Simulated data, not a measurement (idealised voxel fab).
Process module in this document: voxel wiring stack
Cross-section cut spans 155 nm and uses square cells 5 nm in size.
Reading order for cross-sections: top band down to bottom band. Underlying form: a grid of square cells. Band size: one or more rows of cells.
What a band's entry tells you: where the top is and where the bottom is, as heights in nm, and after that what lies inside, material by material from left to right, each with its width in nm. Empty space is written as the word "blank", and a single material marked with the word "everywhere" occupies the band from edge to edge.
Height reference: 0 = level under which incoming wafer is all one material. Lowest band: no bottom, runs on downward, e.g. "0 -> down".
A two-number width, for instance "30..40", indicates that the width is equal to the first number in the top row of the band and to the second number in the bottom row, and that it changes by a constant amount per row of cells.
Step note "nothing was modified" = no cross-section cell changed.
"Closed void roster" specifies each empty space that is not open to the top and that occupies no fewer than 8 cells, using the form width x height at distance, the distance measured from the left edge and all three quantities in nm.
If you see something after the settings on a step's line, that's the simulator's own remark about that step.
overlay nm: mask right of planned place by this much (step with mask). Neg. = left.
Planned step list for the process:
| 1 | RECEIVE with material Si |
| 2 | CONFORMAL_DEP with material SiO2, thk nm 15 |
| 3 | CONFORMAL_DEP with material SiN, thk nm 5 |
| 4 | DIRECTIONAL_DEP with material SiO2, thk nm 25 |
| 5 | DIRECTIONAL_DEP with material aC, thk nm 10 |
| 6 | PATTERN with tone open, mask id METAL_1, material resist, width nm 25, pitch nm 45, thk nm 25, overlay nm 0 |
| 7 | DIRECTIONAL_ETCH with etch materials aC, depth nm 10 |
| 8 | STRIP with etch materials resist |
| 9 | DIRECTIONAL_ETCH with etch materials SiO2, depth nm 25 |
| 10 | DIRECTIONAL_ETCH with etch materials SiN, depth nm 5 |
| 11 | STRIP with etch materials aC |
| 12 | CONFORMAL_DEP with material TiN, thk nm 5 |
| 13 | FILL_DEP with material Ru, thk nm 5 |
| 14 | CMP with height nm 45 |
| 15 | CONFORMAL_DEP with material SiCN, thk nm 5 |
| 16 | DIRECTIONAL_DEP with material lowk, thk nm 15 |
| 17 | DIRECTIONAL_DEP with material aC, thk nm 10 |
| 18 | PATTERN with tone open, mask id METAL_2_HOLES, material resist, width nm 15, pitch nm 45, thk nm 30, overlay nm 0 |
| 19 | DIRECTIONAL_ETCH with etch materials aC, depth nm 10 |
| 20 | STRIP with etch materials resist |
| 21 | DIRECTIONAL_ETCH with etch materials lowk, depth nm 25 |
| 22 | STRIP with etch materials aC |
| 23 | MASKED_ETCH with tone open, mask id METAL_2, width nm 25, pitch nm 45, etch materials lowk, depth nm 15, overlay nm 0 |
| 24 | MASKED_ETCH with tone open, mask id METAL_2, width nm 25, pitch nm 45, etch materials SiCN, depth nm 5, overlay nm 0 |
| 25 | CONFORMAL_DEP with material TiN, thk nm 5 |
| 26 | FILL_DEP with material Cu, thk nm 10 |
| 27 | CMP with height nm 75 |
| 28 | CONFORMAL_DEP with material SiCN, thk nm 5 |
| 29 | DIRECTIONAL_DEP with material SiO2, thk nm 35 |
| 30 | PATTERN with tone open, mask id METAL_3_HOLES, material resist, width nm 15, thk nm 20, overlay nm 0 |
| 31 | DIRECTIONAL_ETCH with etch materials SiO2, depth nm 35 |
| 32 | STRIP with etch materials resist |
| 33 | PATTERN with tone open, mask id METAL_3, material resist, width nm 25, pitch nm 45, thk nm 15, overlay nm 0 |
| 34 | DIRECTIONAL_ETCH with etch materials SiO2, depth nm 20 |
| 35 | DIRECTIONAL_ETCH with etch materials SiCN, depth nm 5 |
| 36 | STRIP with etch materials resist |
| 37 | CONFORMAL_DEP with material TiN, thk nm 5 |
| 38 | FILL_DEP with material Cu, thk nm 5 |
| 39 | CMP with height nm 115 |
| 40 | CONFORMAL_DEP with material SiN, thk nm 5 |
The thk nm used in step 16 is not the same on every wafer, whereas the starting condition is; the value printed in the plan is the first wafer's.
Received condition of the first of several wafers, sectioned: post-step 1:
	0 -> down: Si everywhere
	Closed void roster: none
Module end state after final step 40: cross-section of the first of several wafers:
	120 -> 115: SiN everywhere
	115 -> 100: 40 nm SiO2, then 5 nm TiN, then 15 nm Cu, then 5 nm TiN, then 20 nm SiO2, then 5 nm TiN, then 15 nm Cu, then 5 nm TiN, then 45 nm SiO2
	100 -> 95: 40 nm SiO2, then 5 nm TiN, then 5 nm Cu, then 15 nm TiN, then 20 nm SiO2, then 25 nm TiN, then 45 nm SiO2
	95 -> 80: 40 nm SiO2, then 5 nm TiN, then 5 nm Cu, then 5 nm TiN, then 100 nm SiO2
	80 -> 75: 40 nm SiCN, then 15 nm TiN, then 100 nm SiCN
	75 -> 70: Cu everywhere
	70 -> 65: 45 nm TiN, then 15 nm Cu, then 30 nm TiN, then 15 nm Cu, then 50 nm TiN
	65 -> 50: 40 nm lowk, then 5 nm TiN, then 15 nm Cu, then 5 nm TiN, then 20 nm lowk, then 5 nm TiN, then 15 nm Cu, then 5 nm TiN, then 45 nm lowk
	50 -> 45: 40 nm SiCN, then 25 nm TiN, then 20 nm SiCN, then 25 nm TiN, then 45 nm SiCN
	45 -> 20: 40 nm SiO2, then 5 nm TiN, then 15 nm Ru, then 5 nm TiN, then 20 nm SiO2, then 5 nm TiN, then 15 nm Ru, then 5 nm TiN, then 45 nm SiO2
	20 -> 15: 40 nm SiN, then 25 nm TiN, then 20 nm SiN, then 25 nm TiN, then 45 nm SiN
	15 -> 0: SiO2 everywhere
	0 -> down: Si everywhere
	Closed void roster: none
Last wafer x-sec, end of module:
	120 -> 115: SiN everywhere
	115 -> 100: 40 nm SiO2, then 5 nm TiN, then 15 nm Cu, then 5 nm TiN, then 20 nm SiO2, then 5 nm TiN, then 15 nm Cu, then 5 nm TiN, then 45 nm SiO2
	100 -> 95: 40 nm SiO2, then 5 nm TiN, then 5 nm Cu, then 15 nm TiN, then 20 nm SiO2, then 25 nm TiN, then 45 nm SiO2
	95 -> 80: 40 nm SiO2, then 5 nm TiN, then 5 nm Cu, then 5 nm TiN, then 100 nm SiO2
	80 -> 75: 40 nm SiCN, then 15 nm TiN, then 100 nm SiCN
	75 -> 50: 40 nm lowk, then 5 nm TiN, then 5 nm Cu, then 5 nm TiN, then 30 nm lowk, then 5 nm TiN, then 5 nm Cu, then 5 nm TiN, then 55 nm lowk
	50 -> 45: 40 nm SiCN, then 15 nm TiN, then 30 nm SiCN, then 15 nm TiN, then 55 nm SiCN
	45 -> 20: 40 nm SiO2, then 5 nm TiN, then 15 nm Ru, then 5 nm TiN, then 20 nm SiO2, then 5 nm TiN, then 15 nm Ru, then 5 nm TiN, then 45 nm SiO2
	20 -> 15: 40 nm SiN, then 25 nm TiN, then 20 nm SiN, then 25 nm TiN, then 45 nm SiN
	15 -> 0: SiO2 everywhere
	0 -> down: Si everywhere
	Closed void roster: none
Where each wafer stands at the end of the module, a row apiece: cells of each material gained (+) or lost (-) since it was received, then closed voids:
thk nm 15; +77 Cu; +30 Ru; +49 SiCN; +52 SiN; +366 SiO2; +107 TiN; +63 lowk; Closed void roster: none
thk nm 20; +44 Cu; +30 Ru; +53 SiCN; +52 SiN; +366 SiO2; +111 TiN; +88 lowk; Closed void roster: none
thk nm 25; +40 Cu; +30 Ru; +53 SiCN; +52 SiN; +366 SiO2; +90 TiN; +113 lowk; Closed void roster: none
thk nm 30; +36 Cu; +30 Ru; +53 SiCN; +52 SiN; +366 SiO2; +90 TiN; +117 lowk; Closed void roster: none
thk nm 35; +32 Cu; +30 Ru; +53 SiCN; +52 SiN; +366 SiO2; +90 TiN; +121 lowk; Closed void roster: none
thk nm 40; +32 Cu; +30 Ru; +53 SiCN; +52 SiN; +366 SiO2; +86 TiN; +125 lowk; Closed void roster: none
